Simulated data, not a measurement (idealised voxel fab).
Process module, titled voxel wiring stack
Shown is cross-section cut, with a width of 155 nm and square cells of size 5 nm.
This document writes a cross-section as a grid whose cells are square, and gives it as bands, listed from the top down; one or more rows of cells form a band. Heads up on the band format: heights come first, top then bottom, in nm. After that it's the materials left to right, each with its width in nm. A single material flagged "edge to edge" fills the whole band edge to edge, and "empty" means there's empty space there. Measure heights from 0. That's the level where, below it, the as-received wafer is all one material. The lowest band is bottomless and extends downward; write it as in "top 0, no bottom". A two-number width, for instance "30 to 40", indicates that the width is equal to the first number in the top row of the band and to the second number in the bottom row, and that it changes by a constant amount per row of cells. For the purposes of this document, the phrase "no alteration" attached to a step denotes that no cell within the cross-section was modified by that step. Any empty space of 8 cells or more lacking an open way to the top shows up in "Enclosed cavity list" as width x height at distance, distance from the left edge, in nm. Anything after a step's settings on that line? It's the simulator's own note about the step. The setting "overlay nm" may be written on the line of a step. When the step uses a mask, the value reports how far to the right of the planned place the mask lay, and a negative value reports that it lay to the left.

Process steps foreseen in the plan:
1 RECEIVE | material Si
2 CONFORMAL_DEP | material SiO2 | thk nm 10
3 DIRECTIONAL_DEP | material TiN | thk nm 5
4 DIRECTIONAL_DEP | material Ru | thk nm 25
5 PATTERN | tone cover | mask id METAL_1 | material resist | width nm 30 | pitch nm 45 | thk nm 20 | overlay nm 0
6 DIRECTIONAL_ETCH | etch materials Ru | depth nm 25
7 DIRECTIONAL_ETCH | etch materials TiN | depth nm 5
8 STRIP | etch materials resist
9 CONFORMAL_DEP | material SiN | thk nm 5
10 FILL_DEP | material SiO2 | thk nm 5
11 CMP | height nm 40
12 CONFORMAL_DEP | material SiCN | thk nm 5
13 DIRECTIONAL_DEP | material SiO2 | thk nm 30
14 DIRECTIONAL_DEP | material aC | thk nm 10
15 PATTERN | tone open | mask id METAL_2_HOLES | material resist | width nm 15 | pitch nm 45 | thk nm 25 | overlay nm 0
16 DIRECTIONAL_ETCH | etch materials aC | depth nm 10
17 STRIP | etch materials resist
18 DIRECTIONAL_ETCH | etch materials SiO2 | depth nm 30
19 STRIP | etch materials aC
20 DIRECTIONAL_DEP | material aC | thk nm 15
21 PATTERN | tone open | mask id METAL_2 | material resist | width nm 30 | pitch nm 45 | thk nm 35 | overlay nm 0
22 DIRECTIONAL_ETCH | etch materials aC | depth nm 15
23 STRIP | etch materials resist
24 DIRECTIONAL_ETCH | etch materials SiO2 | depth nm 15
25 DIRECTIONAL_ETCH | etch materials SiCN | depth nm 5
26 STRIP | etch materials aC
27 CONFORMAL_DEP | material TiN | thk nm 5
28 FILL_DEP | material Cu | thk nm 5
29 CMP | height nm 75
30 CONFORMAL_DEP | material SiCN | thk nm 5
31 DIRECTIONAL_DEP | material lowk | thk nm 10
32 DIRECTIONAL_DEP | material aC | thk nm 15
33 PATTERN | tone open | mask id PLUG_2 | material resist | width nm 15 | pitch nm 45 | thk nm 30 | overlay nm 0
34 DIRECTIONAL_ETCH | etch materials aC | depth nm 15
35 STRIP | etch materials resist
36 DIRECTIONAL_ETCH | etch materials lowk | depth nm 10
37 DIRECTIONAL_ETCH | etch materials SiCN | depth nm 5
38 STRIP | etch materials aC
39 CONFORMAL_DEP | material TiN | thk nm 5
40 FILL_DEP | material Cu | thk nm 5
41 CMP | height nm 90
42 DIRECTIONAL_DEP | material TiN | thk nm 5
43 DIRECTIONAL_DEP | material W | thk nm 20
44 DIRECTIONAL_DEP | material aC | thk nm 15
45 PATTERN | tone cover | mask id METAL_3 | material resist | width nm 30 | pitch nm 45 | thk nm 30 | overlay nm 0
46 DIRECTIONAL_ETCH | etch materials aC | depth nm 15
47 STRIP | etch materials resist
48 DIRECTIONAL_ETCH | etch materials W | depth nm 20
49 DIRECTIONAL_ETCH | etch materials TiN | depth nm 5
50 STRIP | etch materials aC
51 CONFORMAL_DEP | material SiN | thk nm 5
52 FILL_DEP | material lowk | thk nm 5
53 CMP | height nm 115
54 CONFORMAL_DEP | material SiN | thk nm 5
The plan shows the thk nm of step 9 as the first wafer had it; this setting differs between the wafers, which start out alike.

Received wafers, first of several: cross-section after step 1:
* top 0, no bottom  Si edge to edge
* Enclosed cavity list: none

Wafer rows, end of module: cells per material gained (+) or lost (-) since receipt; closed voids last:
thk nm 5, +42 Cu, +90 Ru, +44 SiCN, +111 SiN, +202 SiO2, +111 TiN, +72 W, +72 lowk, Enclosed cavity list: none
thk nm 10, +42 Cu, +90 Ru, +44 SiCN, +134 SiN, +179 SiO2, +111 TiN, +72 W, +72 lowk, Enclosed cavity list: none
thk nm 15, +42 Cu, +90 Ru, +44 SiCN, +143 SiN, +170 SiO2, +111 TiN, +72 W, +72 lowk, Enclosed cavity list: none
thk nm 20, +42 Cu, +90 Ru, +44 SiCN, +146 SiN, +167 SiO2, +111 TiN, +72 W, +72 lowk, Enclosed cavity list: none
